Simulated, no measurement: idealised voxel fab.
process module | voxel wiring stack
cross-section cut | 165 nm wide | cells 5 nm
A cross-section is a grid of square cells, given in bands from the top down. A band is one or more rows of cells.
Each band's line starts with the height of the band's top and of its bottom, in nm. Then come its materials from left to right, each with its width in nm. One material with "throughout" fills the band from edge to edge. "air" is empty space.
Height 0 is the level under which the wafer as received is all one material. The lowest band goes on downwards, as in "0 down".
A width such as "30 to 40" changes by the same amount from each row of cells to the next, from the band's top row to its bottom row.
"no change" after a step means that no cell of the cross-section changed.
closed voids: empty space of 8 cells or more with no open way to the top, each as width x height at its distance from the left edge, in nm
after a step's settings: what the simulator itself notes on the step
overlay nm, on a step with a mask: how far to the right of its planned place the mask lay; to the left if negative
plan
1 op RECEIVE | material Si
2 op CONFORMAL_DEP | material SiO2 | thk nm 10
3 op DIRECTIONAL_DEP | material TiN | thk nm 5
4 op DIRECTIONAL_DEP | material W | thk nm 25
5 op PATTERN | tone cover | mask id METAL_1 | material resist | width nm 20 | pitch nm 40 | thk nm 15 | overlay nm 0
6 op DIRECTIONAL_ETCH | etch materials W | depth nm 25
7 op DIRECTIONAL_ETCH | etch materials TiN | depth nm 5
8 op STRIP | etch materials resist
9 op CONFORMAL_DEP | material SiCN | thk nm 5
10 op FILL_DEP | material lowk | thk nm 10
11 op CMP | height nm 40
12 op CONFORMAL_DEP | material SiCN | thk nm 5
13 op DIRECTIONAL_DEP | material SiO2 | thk nm 20
14 op DIRECTIONAL_DEP | material aC | thk nm 10
15 op PATTERN | tone open | mask id PLUG_1 | material resist | width nm 15 | pitch nm 40 | thk nm 25 | overlay nm 0
16 op DIRECTIONAL_ETCH | etch materials aC | depth nm 10
17 op STRIP | etch materials resist
18 op DIRECTIONAL_ETCH | etch materials SiO2 | depth nm 20
19 op DIRECTIONAL_ETCH | etch materials SiCN | depth nm 5
20 op STRIP | etch materials aC
21 op CONFORMAL_DEP | material TiN | thk nm 5
22 op FILL_DEP | material Cu | thk nm 10
23 op CMP | height nm 65
24 op DIRECTIONAL_DEP | material TiN | thk nm 5
25 op DIRECTIONAL_DEP | material Ru | thk nm 15
26 op PATTERN | tone cover | mask id METAL_2 | material resist | width nm 20 | pitch nm 40 | thk nm 20 | overlay nm 0
27 op DIRECTIONAL_ETCH | etch materials Ru | depth nm 15
28 op DIRECTIONAL_ETCH | etch materials TiN | depth nm 5
29 op STRIP | etch materials resist
30 op FILL_DEP | material lowk | thk nm 10
31 op CMP | height nm 85
32 op CONFORMAL_DEP | material SiCN | thk nm 5
33 op DIRECTIONAL_DEP | material lowk | thk nm 20
34 op PATTERN | tone open | mask id PLUG_2 | material resist | width nm 15 | pitch nm 40 | thk nm 15 | overlay nm 0
35 op DIRECTIONAL_ETCH | etch materials lowk | depth nm 20
36 op DIRECTIONAL_ETCH | etch materials SiCN | depth nm 5
37 op STRIP | etch materials resist
38 op EPI | material Ru | thk nm 10
39 op EPI | material Ru | thk nm 10
40 op EPI | material Ru | thk nm 5
41 op DIRECTIONAL_DEP | material TiN | thk nm 5
42 op DIRECTIONAL_DEP | material Ru | thk nm 15
43 op DIRECTIONAL_DEP | material aC | thk nm 10
44 op PATTERN | tone cover | mask id METAL_3 | material resist | width nm 20 | pitch nm 40 | thk nm 25 | overlay nm 0
45 op DIRECTIONAL_ETCH | etch materials aC | depth nm 10
46 op STRIP | etch materials resist
47 op DIRECTIONAL_ETCH | etch materials Ru | depth nm 15
48 op DIRECTIONAL_ETCH | etch materials TiN | depth nm 5
49 op STRIP | etch materials aC
50 op CONFORMAL_DEP | material SiN | thk nm 5
51 op FILL_DEP | material SiO2 | thk nm 10
52 op CMP | height nm 130
53 op CONFORMAL_DEP | material SiCN | thk nm 5
54 op DIRECTIONAL_DEP | material lowk | thk nm 20
55 op MASKED_ETCH | tone open | mask id PLUG_3 | width nm 15 | pitch nm 40 | etch materials lowk | depth nm 20 | overlay nm 0
56 op MASKED_ETCH | tone open | mask id PLUG_3 | width nm 15 | pitch nm 40 | etch materials SiCN | depth nm 5 | overlay nm 0
57 op EPI | material Ru | thk nm 10
58 op EPI | material Ru | thk nm 10
59 op EPI | material Ru | thk nm 5
60 op DIRECTIONAL_DEP | material TiN | thk nm 5
61 op DIRECTIONAL_DEP | material W | thk nm 15
62 op MASKED_ETCH | tone cover | mask id METAL_4 | width nm 20 | pitch nm 40 | etch materials W | depth nm 15 | overlay nm 0
63 op MASKED_ETCH | tone cover | mask id METAL_4 | width nm 20 | pitch nm 40 | etch materials TiN | depth nm 5 | overlay nm 0
64 op FILL_DEP | material SiO2 | thk nm 10
65 op CMP | height nm 175
66 op CONFORMAL_DEP | material SiCN | thk nm 5
first wafer, as planned
as received, after step 1
  0 down: Si throughout
  closed voids: none
after step 2
  10 to 0: SiO2 throughout
  below 0: unchanged
after step 3
  15 to 10: TiN throughout
  below 10: unchanged
after step 4
  40 to 15: W throughout
  below 15: unchanged
after step 5
  55 to 40: air 30 | resist 20 | air 20 | resist 20 | air 20 | resist 20 | air 35
  below 40: unchanged
after step 6
  55 to 40: air 30 | resist 20 | air 20 | resist 20 | air 20 | resist 20 | air 35
  40 to 15: air 30 | W 20 | air 20 | W 20 | air 20 | W 20 | air 35
  below 15: unchanged
after step 7
  55 to 40: air 30 | resist 20 | air 20 | resist 20 | air 20 | resist 20 | air 35
  40 to 15: air 30 | W 20 | air 20 | W 20 | air 20 | W 20 | air 35
  15 to 10: air 30 | TiN 20 | air 20 | TiN 20 | air 20 | TiN 20 | air 35
  below 10: unchanged
after step 8
  40 to 15: air 30 | W 20 | air 20 | W 20 | air 20 | W 20 | air 35
  below 15: unchanged
after step 9
  45 to 40: air 25 | SiCN 30 | air 10 | SiCN 30 | air 10 | SiCN 30 | air 30
  40 to 15: air 25 | SiCN 5 | W 20 | SiCN 5 | air 10 | SiCN 5 | W 20 | SiCN 5 | air 10 | SiCN 5 | W 20 | SiCN 5 | air 30
  15 to 10: SiCN 30 | TiN 20 | SiCN 20 | TiN 20 | SiCN 20 | TiN 20 | SiCN 35
  below 10: unchanged
after step 10
  55 to 45: lowk throughout
  45 to 40: lowk 25 | SiCN 30 | lowk 10 | SiCN 30 | lowk 10 | SiCN 30 | lowk 30
  40 to 15: lowk 25 | SiCN 5 | W 20 | SiCN 5 | lowk 10 | SiCN 5 | W 20 | SiCN 5 | lowk 10 | SiCN 5 | W 20 | SiCN 5 | lowk 30
  below 15: unchanged
after step 11
  40 to 15: lowk 25 | SiCN 5 | W 20 | SiCN 5 | lowk 10 | SiCN 5 | W 20 | SiCN 5 | lowk 10 | SiCN 5 | W 20 | SiCN 5 | lowk 30
  below 15: unchanged
after step 12
  45 to 40: SiCN throughout
  below 40: unchanged
after step 13
  65 to 45: SiO2 throughout
  below 45: unchanged
after step 14
  75 to 65: aC throughout
  below 65: unchanged
after step 15
  100 to 75: resist 30 | air 15 | resist 25 | air 15 | resist 25 | air 15 | resist 40
  below 75: unchanged
after step 16
  90 to 75: resist 30 | air 15 | resist 25 | air 15 | resist 25 | air 15 | resist 40
  75 to 65: aC 30 | air 15 | aC 25 | air 15 | aC 25 | air 15 | aC 40
  below 65: unchanged
after step 17
  75 to 65: aC 30 | air 15 | aC 25 | air 15 | aC 25 | air 15 | aC 40
  below 65: unchanged
after step 18
  75 to 65: aC 30 | air 15 | aC 25 | air 15 | aC 25 | air 15 | aC 40
  65 to 45: SiO2 30 | air 15 | SiO2 25 | air 15 | SiO2 25 | air 15 | SiO2 40
  below 45: unchanged
after step 19
  75 to 65: aC 30 | air 15 | aC 25 | air 15 | aC 25 | air 15 | aC 40
  65 to 45: SiO2 30 | air 15 | SiO2 25 | air 15 | SiO2 25 | air 15 | SiO2 40
  45 to 40: SiCN 30 | air 15 | SiCN 25 | air 15 | SiCN 25 | air 15 | SiCN 40
  below 40: unchanged
after step 20
  65 to 45: SiO2 30 | air 15 | SiO2 25 | air 15 | SiO2 25 | air 15 | SiO2 40
  below 45: unchanged
after step 21
  70 to 65: TiN 35 | air 5 | TiN 35 | air 5 | TiN 35 | air 5 | TiN 45
  65 to 45: SiO2 30 | TiN 5 | air 5 | TiN 5 | SiO2 25 | TiN 5 | air 5 | TiN 5 | SiO2 25 | TiN 5 | air 5 | TiN 5 | SiO2 40
  45 to 40: SiCN 30 | TiN 15 | SiCN 25 | TiN 15 | SiCN 25 | TiN 15 | SiCN 40
  below 40: unchanged
after step 22
  80 to 70: Cu throughout
  70 to 65: TiN 35 | Cu 5 | TiN 35 | Cu 5 | TiN 35 | Cu 5 | TiN 45
  65 to 45: SiO2 30 | TiN 5 | Cu 5 | TiN 5 | SiO2 25 | TiN 5 | Cu 5 | TiN 5 | SiO2 25 | TiN 5 | Cu 5 | TiN 5 | SiO2 40
  below 45: unchanged
after step 23
  65 to 45: SiO2 30 | TiN 5 | Cu 5 | TiN 5 | SiO2 25 | TiN 5 | Cu 5 | TiN 5 | SiO2 25 | TiN 5 | Cu 5 | TiN 5 | SiO2 40
  below 45: unchanged
after step 24
  70 to 65: TiN throughout
  below 65: unchanged
after step 25
  85 to 70: Ru throughout
  below 70: unchanged
after step 26
  105 to 85: air 30 | resist 20 | air 20 | resist 20 | air 20 | resist 20 | air 35
  below 85: unchanged
after step 27
  105 to 85: air 30 | resist 20 | air 20 | resist 20 | air 20 | resist 20 | air 35
  85 to 70: air 30 | Ru 20 | air 20 | Ru 20 | air 20 | Ru 20 | air 35
  below 70: unchanged
after step 28
  105 to 85: air 30 | resist 20 | air 20 | resist 20 | air 20 | resist 20 | air 35
  85 to 70: air 30 | Ru 20 | air 20 | Ru 20 | air 20 | Ru 20 | air 35
  70 to 65: air 30 | TiN 20 | air 20 | TiN 20 | air 20 | TiN 20 | air 35
  below 65: unchanged
after step 29
  85 to 70: air 30 | Ru 20 | air 20 | Ru 20 | air 20 | Ru 20 | air 35
  below 70: unchanged
after step 30
  95 to 85: lowk throughout
  85 to 70: lowk 30 | Ru 20 | lowk 20 | Ru 20 | lowk 20 | Ru 20 | lowk 35
  70 to 65: lowk 30 | TiN 20 | lowk 20 | TiN 20 | lowk 20 | TiN 20 | lowk 35
  below 65: unchanged
after step 31
  85 to 70: lowk 30 | Ru 20 | lowk 20 | Ru 20 | lowk 20 | Ru 20 | lowk 35
  below 70: unchanged
after step 32
  90 to 85: SiCN throughout
  below 85: unchanged
after step 33
  110 to 90: lowk throughout
  below 90: unchanged
after step 34
  125 to 110: resist 30 | air 15 | resist 25 | air 15 | resist 25 | air 15 | resist 40
  below 110: unchanged
after step 35
  125 to 110: resist 30 | air 15 | resist 25 | air 15 | resist 25 | air 15 | resist 40
  110 to 90: lowk 30 | air 15 | lowk 25 | air 15 | lowk 25 | air 15 | lowk 40
  below 90: unchanged
after step 36
  125 to 110: resist 30 | air 15 | resist 25 | air 15 | resist 25 | air 15 | resist 40
  110 to 90: lowk 30 | air 15 | lowk 25 | air 15 | lowk 25 | air 15 | lowk 40
  90 to 85: SiCN 30 | air 15 | SiCN 25 | air 15 | SiCN 25 | air 15 | SiCN 40
  below 85: unchanged
after step 37
  110 to 90: lowk 30 | air 15 | lowk 25 | air 15 | lowk 25 | air 15 | lowk 40
  below 90: unchanged
after step 38
  110 to 95: lowk 30 | air 15 | lowk 25 | air 15 | lowk 25 | air 15 | lowk 40
  95 to 90: lowk 30 | Ru 15 | lowk 25 | Ru 15 | lowk 25 | Ru 15 | lowk 40
  90 to 85: SiCN 30 | Ru 15 | SiCN 25 | Ru 15 | SiCN 25 | Ru 15 | SiCN 40
  below 85: unchanged
after step 39
  110 to 105: lowk 30 | air 15 | lowk 25 | air 15 | lowk 25 | air 15 | lowk 40
  105 to 90: lowk 30 | Ru 15 | lowk 25 | Ru 15 | lowk 25 | Ru 15 | lowk 40
  below 90: unchanged
after step 40
  110 to 90: lowk 30 | Ru 15 | lowk 25 | Ru 15 | lowk 25 | Ru 15 | lowk 40
  below 90: unchanged
after step 41
  115 to 110: TiN throughout
  below 110: unchanged
after step 42
  130 to 115: Ru throughout
  below 115: unchanged
after step 43
  140 to 130: aC throughout
  below 130: unchanged
after step 44
  165 to 140: air 30 | resist 20 | air 20 | resist 20 | air 20 | resist 20 | air 35
  below 140: unchanged
after step 45
  155 to 140: air 30 | resist 20 | air 20 | resist 20 | air 20 | resist 20 | air 35
  140 to 130: air 30 | aC 20 | air 20 | aC 20 | air 20 | aC 20 | air 35
  below 130: unchanged
after step 46
  140 to 130: air 30 | aC 20 | air 20 | aC 20 | air 20 | aC 20 | air 35
  below 130: unchanged
after step 47
  140 to 130: air 30 | aC 20 | air 20 | aC 20 | air 20 | aC 20 | air 35
  130 to 115: air 30 | Ru 20 | air 20 | Ru 20 | air 20 | Ru 20 | air 35
  below 115: unchanged
after step 48
  140 to 130: air 30 | aC 20 | air 20 | aC 20 | air 20 | aC 20 | air 35
  130 to 115: air 30 | Ru 20 | air 20 | Ru 20 | air 20 | Ru 20 | air 35
  115 to 110: air 30 | TiN 20 | air 20 | TiN 20 | air 20 | TiN 20 | air 35
  below 110: unchanged
after step 49
  130 to 115: air 30 | Ru 20 | air 20 | Ru 20 | air 20 | Ru 20 | air 35
  below 115: unchanged
after step 50
  135 to 130: air 25 | SiN 30 | air 10 | SiN 30 | air 10 | SiN 30 | air 30
  130 to 115: air 25 | SiN 5 | Ru 20 | SiN 5 | air 10 | SiN 5 | Ru 20 | SiN 5 | air 10 | SiN 5 | Ru 20 | SiN 5 | air 30
  115 to 110: SiN 30 | TiN 20 | SiN 20 | TiN 20 | SiN 20 | TiN 20 | SiN 35
  below 110: unchanged
after step 51
  145 to 135: SiO2 throughout
  135 to 130: SiO2 25 | SiN 30 | SiO2 10 | SiN 30 | SiO2 10 | SiN 30 | SiO2 30
  130 to 115: SiO2 25 | SiN 5 | Ru 20 | SiN 5 | SiO2 10 | SiN 5 | Ru 20 | SiN 5 | SiO2 10 | SiN 5 | Ru 20 | SiN 5 | SiO2 30
  below 115: unchanged
after step 52
  130 to 115: SiO2 25 | SiN 5 | Ru 20 | SiN 5 | SiO2 10 | SiN 5 | Ru 20 | SiN 5 | SiO2 10 | SiN 5 | Ru 20 | SiN 5 | SiO2 30
  below 115: unchanged
after step 53
  135 to 130: SiCN throughout
  below 130: unchanged
after step 54
  155 to 135: lowk throughout
  below 135: unchanged
after step 55
  155 to 135: lowk 30 | air 15 | lowk 25 | air 15 | lowk 25 | air 15 | lowk 40
  below 135: unchanged
after step 56
  155 to 135: lowk 30 | air 15 | lowk 25 | air 15 | lowk 25 | air 15 | lowk 40
  135 to 130: SiCN 30 | air 15 | SiCN 25 | air 15 | SiCN 25 | air 15 | SiCN 40
  below 130: unchanged
after step 57
  155 to 140: lowk 30 | air 15 | lowk 25 | air 15 | lowk 25 | air 15 | lowk 40
  140 to 135: lowk 30 | Ru 15 | lowk 25 | Ru 15 | lowk 25 | Ru 15 | lowk 40
  135 to 130: SiCN 30 | Ru 15 | SiCN 25 | Ru 15 | SiCN 25 | Ru 15 | SiCN 40
  below 130: unchanged
after step 58
  155 to 150: lowk 30 | air 15 | lowk 25 | air 15 | lowk 25 | air 15 | lowk 40
  150 to 135: lowk 30 | Ru 15 | lowk 25 | Ru 15 | lowk 25 | Ru 15 | lowk 40
  below 135: unchanged
after step 59
  155 to 135: lowk 30 | Ru 15 | lowk 25 | Ru 15 | lowk 25 | Ru 15 | lowk 40
  below 135: unchanged
after step 60
  160 to 155: TiN throughout
  below 155: unchanged
after step 61
  175 to 160: W throughout
  below 160: unchanged
after step 62
  175 to 160: air 30 | W 20 | air 20 | W 20 | air 20 | W 20 | air 35
  below 160: unchanged
after step 63
  175 to 160: air 30 | W 20 | air 20 | W 20 | air 20 | W 20 | air 35
  160 to 155: air 30 | TiN 20 | air 20 | TiN 20 | air 20 | TiN 20 | air 35
  below 155: unchanged
after step 64
  185 to 175: SiO2 throughout
  175 to 160: SiO2 30 | W 20 | SiO2 20 | W 20 | SiO2 20 | W 20 | SiO2 35
  160 to 155: SiO2 30 | TiN 20 | SiO2 20 | TiN 20 | SiO2 20 | TiN 20 | SiO2 35
  below 155: unchanged
after step 65
  175 to 160: SiO2 30 | W 20 | SiO2 20 | W 20 | SiO2 20 | W 20 | SiO2 35
  below 160: unchanged
after step 66
  180 to 175: SiCN throughout
  below 175: unchanged
second wafer: like start, like plan, one mistake. Through step 25 it matches the first wafer
when step 26 should have ended
  105 to 85: resist 30 | air 20 | resist 20 | air 20 | resist 20 | air 20 | resist 35
  below 85: unchanged
when step 27 should have ended
  105 to 85: resist 30 | air 20 | resist 20 | air 20 | resist 20 | air 20 | resist 35
  85 to 70: Ru 30 | air 20 | Ru 20 | air 20 | Ru 20 | air 20 | Ru 35
  below 70: unchanged
when step 28 should have ended
  105 to 85: resist 30 | air 20 | resist 20 | air 20 | resist 20 | air 20 | resist 35
  85 to 70: Ru 30 | air 20 | Ru 20 | air 20 | Ru 20 | air 20 | Ru 35
  70 to 65: TiN 30 | air 20 | TiN 20 | air 20 | TiN 20 | air 20 | TiN 35
  below 65: unchanged
when step 29 should have ended
  85 to 70: Ru 30 | air 20 | Ru 20 | air 20 | Ru 20 | air 20 | Ru 35
  below 70: unchanged
when step 30 should have ended
  95 to 85: lowk throughout
  85 to 70: Ru 30 | lowk 20 | Ru 20 | lowk 20 | Ru 20 | lowk 20 | Ru 35
  70 to 65: TiN 30 | lowk 20 | TiN 20 | lowk 20 | TiN 20 | lowk 20 | TiN 35
  below 65: unchanged
when step 31 should have ended
  85 to 70: Ru 30 | lowk 20 | Ru 20 | lowk 20 | Ru 20 | lowk 20 | Ru 35
  below 70: unchanged
when step 32 should have ended
  90 to 85: SiCN throughout
  below 85: unchanged
when step 33 should have ended
  110 to 90: lowk throughout
  below 90: unchanged
when step 34 should have ended
  125 to 110: resist 30 | air 15 | resist 25 | air 15 | resist 25 | air 15 | resist 40
  below 110: unchanged
when step 35 should have ended
  125 to 110: resist 30 | air 15 | resist 25 | air 15 | resist 25 | air 15 | resist 40
  110 to 90: lowk 30 | air 15 | lowk 25 | air 15 | lowk 25 | air 15 | lowk 40
  below 90: unchanged
when step 36 should have ended
  125 to 110: resist 30 | air 15 | resist 25 | air 15 | resist 25 | air 15 | resist 40
  110 to 90: lowk 30 | air 15 | lowk 25 | air 15 | lowk 25 | air 15 | lowk 40
  90 to 85: SiCN 30 | air 15 | SiCN 25 | air 15 | SiCN 25 | air 15 | SiCN 40
  below 85: unchanged
when step 37 should have ended
  110 to 90: lowk 30 | air 15 | lowk 25 | air 15 | lowk 25 | air 15 | lowk 40
  below 90: unchanged
when step 38 should have ended: no change
when step 39 should have ended: no change
when step 40 should have ended: no change
when step 41 should have ended
  115 to 110: TiN 30 | air 15 | TiN 25 | air 15 | TiN 25 | air 15 | TiN 40
  110 to 90: lowk 30 | air 15 | lowk 25 | air 15 | lowk 25 | air 15 | lowk 40
  90 to 85: SiCN 30 | TiN 15 | SiCN 25 | TiN 15 | SiCN 25 | TiN 15 | SiCN 40
  below 85: unchanged
when step 42 should have ended
  130 to 115: Ru 30 | air 15 | Ru 25 | air 15 | Ru 25 | air 15 | Ru 40
  115 to 110: TiN 30 | air 15 | TiN 25 | air 15 | TiN 25 | air 15 | TiN 40
  110 to 105: lowk 30 | air 15 | lowk 25 | air 15 | lowk 25 | air 15 | lowk 40
  105 to 90: lowk 30 | Ru 15 | lowk 25 | Ru 15 | lowk 25 | Ru 15 | lowk 40
  below 90: unchanged
when step 43 should have ended
  140 to 130: aC 30 | air 15 | aC 25 | air 15 | aC 25 | air 15 | aC 40
  130 to 115: Ru 30 | air 15 | Ru 25 | air 15 | Ru 25 | air 15 | Ru 40
  115 to 110: TiN 30 | aC 15 | TiN 25 | aC 15 | TiN 25 | aC 15 | TiN 40
  110 to 105: lowk 30 | aC 15 | lowk 25 | aC 15 | lowk 25 | aC 15 | lowk 40
  below 105: unchanged
when step 44 should have ended
  165 to 140: air 30 | resist 20 | air 20 | resist 20 | air 20 | resist 20 | air 35
  140 to 130: aC 30 | resist 15 | aC 25 | resist 15 | aC 25 | resist 15 | aC 40
  130 to 115: Ru 30 | resist 15 | Ru 25 | resist 15 | Ru 25 | resist 15 | Ru 40
  below 115: unchanged
when step 45 should have ended
  155 to 140: air 30 | resist 20 | air 20 | resist 20 | air 20 | resist 20 | air 35
  140 to 130: air 30 | resist 15 | aC 5 | air 20 | resist 15 | aC 5 | air 20 | resist 15 | aC 5 | air 35
  below 130: unchanged
when step 46 should have ended
  140 to 130: air 45 | aC 5 | air 35 | aC 5 | air 35 | aC 5 | air 35
  130 to 115: Ru 30 | air 15 | Ru 25 | air 15 | Ru 25 | air 15 | Ru 40
  below 115: unchanged
when step 47 should have ended
  140 to 130: air 45 | aC 5 | air 35 | aC 5 | air 35 | aC 5 | air 35
  130 to 115: air 45 | Ru 5 | air 35 | Ru 5 | air 35 | Ru 5 | air 35
  below 115: unchanged
when step 48 should have ended
  140 to 130: air 45 | aC 5 | air 35 | aC 5 | air 35 | aC 5 | air 35
  130 to 115: air 45 | Ru 5 | air 35 | Ru 5 | air 35 | Ru 5 | air 35
  115 to 110: air 30 | aC 15 | TiN 5 | air 20 | aC 15 | TiN 5 | air 20 | aC 15 | TiN 5 | air 35
  below 110: unchanged
when step 49 should have ended
  130 to 115: air 45 | Ru 5 | air 35 | Ru 5 | air 35 | Ru 5 | air 35
  115 to 110: air 45 | TiN 5 | air 35 | TiN 5 | air 35 | TiN 5 | air 35
  110 to 105: lowk 30 | air 15 | lowk 25 | air 15 | lowk 25 | air 15 | lowk 40
  below 105: unchanged
when step 50 should have ended
  135 to 130: air 40 | SiN 15 | air 25 | SiN 15 | air 25 | SiN 15 | air 30
  130 to 115: air 40 | SiN 5 | Ru 5 | SiN 5 | air 25 | SiN 5 | Ru 5 | SiN 5 | air 25 | SiN 5 | Ru 5 | SiN 5 | air 30
  115 to 110: SiN 35 | air 5 | SiN 5 | TiN 5 | SiN 25 | air 5 | SiN 5 | TiN 5 | SiN 25 | air 5 | SiN 5 | TiN 5 | SiN 35
  110 to 105: lowk 30 | SiN 15 | lowk 25 | SiN 15 | lowk 25 | SiN 15 | lowk 40
  below 105: unchanged
when step 51 should have ended
  145 to 135: SiO2 throughout
  135 to 130: SiO2 40 | SiN 15 | SiO2 25 | SiN 15 | SiO2 25 | SiN 15 | SiO2 30
  130 to 115: SiO2 40 | SiN 5 | Ru 5 | SiN 5 | SiO2 25 | SiN 5 | Ru 5 | SiN 5 | SiO2 25 | SiN 5 | Ru 5 | SiN 5 | SiO2 30
  115 to 110: SiN 35 | SiO2 5 | SiN 5 | TiN 5 | SiN 25 | SiO2 5 | SiN 5 | TiN 5 | SiN 25 | SiO2 5 | SiN 5 | TiN 5 | SiN 35
  below 110: unchanged
when step 52 should have ended
  130 to 115: SiO2 40 | SiN 5 | Ru 5 | SiN 5 | SiO2 25 | SiN 5 | Ru 5 | SiN 5 | SiO2 25 | SiN 5 | Ru 5 | SiN 5 | SiO2 30
  below 115: unchanged
when step 53 should have ended
  135 to 130: SiCN throughout
  below 130: unchanged
when step 54 should have ended
  155 to 135: lowk throughout
  below 135: unchanged
when step 55 should have ended
  155 to 135: lowk 30 | air 15 | lowk 25 | air 15 | lowk 25 | air 15 | lowk 40
  below 135: unchanged
when step 56 should have ended
  155 to 135: lowk 30 | air 15 | lowk 25 | air 15 | lowk 25 | air 15 | lowk 40
  135 to 130: SiCN 30 | air 15 | SiCN 25 | air 15 | SiCN 25 | air 15 | SiCN 40
  below 130: unchanged
when step 57 should have ended: no change
when step 58 should have ended: no change
when step 59 should have ended: no change
when step 60 should have ended
  160 to 155: TiN 30 | air 15 | TiN 25 | air 15 | TiN 25 | air 15 | TiN 40
  155 to 135: lowk 30 | air 15 | lowk 25 | air 15 | lowk 25 | air 15 | lowk 40
  135 to 130: SiCN 30 | TiN 15 | SiCN 25 | TiN 15 | SiCN 25 | TiN 15 | SiCN 40
  below 130: unchanged
when step 61 should have ended
  175 to 160: W 30 | air 15 | W 25 | air 15 | W 25 | air 15 | W 40
  160 to 155: TiN 30 | air 15 | TiN 25 | air 15 | TiN 25 | air 15 | TiN 40
  155 to 150: lowk 30 | air 15 | lowk 25 | air 15 | lowk 25 | air 15 | lowk 40
  150 to 135: lowk 30 | W 15 | lowk 25 | W 15 | lowk 25 | W 15 | lowk 40
  below 135: unchanged
when step 62 should have ended
  175 to 160: air 45 | W 5 | air 35 | W 5 | air 35 | W 5 | air 35
  below 160: unchanged
when step 63 should have ended
  175 to 160: air 45 | W 5 | air 35 | W 5 | air 35 | W 5 | air 35
  160 to 155: air 45 | TiN 5 | air 35 | TiN 5 | air 35 | TiN 5 | air 35
  below 155: unchanged
when step 64 should have ended
  185 to 175: SiO2 throughout
  175 to 160: SiO2 45 | W 5 | SiO2 35 | W 5 | SiO2 35 | W 5 | SiO2 35
  160 to 155: SiO2 45 | TiN 5 | SiO2 35 | TiN 5 | SiO2 35 | TiN 5 | SiO2 35
  155 to 150: lowk 30 | SiO2 15 | lowk 25 | SiO2 15 | lowk 25 | SiO2 15 | lowk 40
  below 150: unchanged
when step 65 should have ended
  175 to 160: SiO2 45 | W 5 | SiO2 35 | W 5 | SiO2 35 | W 5 | SiO2 35
  below 160: unchanged
when step 66 should have ended
  180 to 175: SiCN throughout
  below 175: unchanged
what went wrong: step 26 ran as: op PATTERN | tone open | mask id METAL_2 | material resist | width nm 20 | pitch nm 40 | thk nm 20 | overlay nm 0
at the end the second wafer has, in cells: 63 fewer of Ru | 15 more of SiN | 75 more of SiO2 | 9 more of TiN | 36 fewer of lowk
